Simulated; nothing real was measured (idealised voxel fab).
Process module in this document: voxel self aligned vias
Square cells of 5 nm make up the cross-section cut, whose width is 235 nm.
A cross-section is a grid of square cells, given in bands from the top down. A band is one or more rows of cells.
Each band's line starts with the height of the band's top and of its bottom, in nm. Then come its materials from left to right, each with its width in nm. One material with "full width" fills the band from edge to edge. "blank" is empty space.
Where do heights start? At 0: under that level the wafer as delivered is made of one material only. And the lowest band has no floor; it just carries on downward, as in "0 and below".
Width spec "30->40" -> top row of cells at first value, bottom row at second value, equal per-row change in between.
"everything unchanged" -> step changed no cross-section cell.
In "Sealed internal voids" the enclosed voids are listed, meaning empty spaces of 8 cells or larger without any opening to the top. The form is width x height at distance, distance from the left edge, units nm.
Text after the settings on a step's line: the simulator's own remark on that step.
What "overlay nm" on a step's line means: if the step has a mask, that mask lay this far to the right of its planned place, or, when the value is negative, to the left.

**This section lists the process steps that were planned**
- 1: op RECEIVE | material Si
- 2: op CONFORMAL_DEP | material SiO2 | thk nm 15
- 3: op CONFORMAL_DEP | material SiCN | thk nm 5
- 4: op DIRECTIONAL_DEP | material SiO2 | thk nm 30
- 5: op DIRECTIONAL_DEP | material aC | thk nm 15
- 6: op PATTERN | tone open | mask id LINES | material resist | width nm 25 | pitch nm 60 | thk nm 30 | overlay nm 0
- 7: op DIRECTIONAL_ETCH | etch materials aC | depth nm 15
- 8: op STRIP | etch materials resist
- 9: op DIRECTIONAL_ETCH | etch materials SiO2 | depth nm 30
- 10: op STRIP | etch materials aC
- 11: op CONFORMAL_DEP | material TiN | thk nm 5
- 12: op FILL_DEP | material W | thk nm 10
- 13: op CMP | height nm 50
- 14: op SELECTIVE_ETCH | etch materials W Ru TiN | depth nm 10
- 15: op FILL_DEP | material SiN | thk nm 10
- 16: op CMP | height nm 50
- 17: op DIRECTIONAL_DEP | material SiO2 | thk nm 15
- 18: op MASKED_ETCH | tone open | mask id VIAS | width nm 45 | etch materials SiO2 | depth nm 15 | overlay nm 0
- 19: op MASKED_ETCH | tone open | mask id VIAS | width nm 45 | etch materials SiN | depth nm 10 | overlay nm 0
- 20: op CONFORMAL_DEP | material TiN | thk nm 5
- 21: op FILL_DEP | material Ru | thk nm 5
- 22: op CMP | height nm 65
- 23: op CONFORMAL_DEP | material SiN | thk nm 5

**The cross-section here shows the wafer as received, i.e. in its state after step 1**
* 0 and below = Si full width
* Sealed internal voids: none

**first wafer at the end, as planned**
* 70 down to 65 = SiN full width
* 65 down to 55 = 65 SiO2, then 5 TiN, then 35 Ru, then 5 TiN, then 125 SiO2
* 55 down to 50 = 65 SiO2, then 15 TiN, then 15 Ru, then 15 TiN, then 125 SiO2
* 50 down to 45 = 75 SiO2, then 5 TiN, then 15 Ru, then 5 TiN, then 35 SiO2, then 25 SiN, then 75 SiO2
* 45 down to 40 = 75 SiO2, then 25 TiN, then 35 SiO2, then 25 SiN, then 75 SiO2
* 40 down to 25 = 75 SiO2, then 5 TiN, then 15 W, then 5 TiN, then 35 SiO2, then 5 TiN, then 15 W, then 5 TiN, then 75 SiO2
* 25 down to 20 = 75 SiO2, then 25 TiN, then 35 SiO2, then 25 TiN, then 75 SiO2
* 20 down to 15 = SiCN full width
* 15 down to 0 = SiO2 full width
* 0 and below = Si full width
* Sealed internal voids: none

**Second of two wafers, module complete, sectioned: it shares the first wafer's start and plan but was run with one mistake**
* 70 down to 65 = SiN full width
* 65 down to 50 = 65 SiO2, then 5 TiN, then 35 Ru, then 5 TiN, then 125 SiO2
* 50 down to 45 = 65 SiO2, then 5 TiN, then 35 Ru, then 5 TiN, then 25 SiO2, then 25 SiN, then 75 SiO2
* 45 down to 40 = 65 SiO2, then 45 TiN, then 25 SiO2, then 25 SiN, then 75 SiO2
* 40 down to 35 = 65 SiO2, then 15 TiN, then 15 W, then 15 TiN, then 25 SiO2, then 5 TiN, then 15 W, then 5 TiN, then 75 SiO2
* 35 down to 25 = 75 SiO2, then 5 TiN, then 15 W, then 5 TiN, then 35 SiO2, then 5 TiN, then 15 W, then 5 TiN, then 75 SiO2
* 25 down to 20 = 75 SiO2, then 25 TiN, then 35 SiO2, then 25 TiN, then 75 SiO2
* 20 down to 15 = SiCN full width
* 15 down to 0 = SiO2 full width
* 0 and below = Si full width
* Sealed internal voids: none
What was the processing mistake? plan step 18 was conducted twice
Counted in cells at the end, the second wafer holds more or fewer of these materials than the first: 8 more of Ru; 12 fewer of SiO2; 4 more of TiN
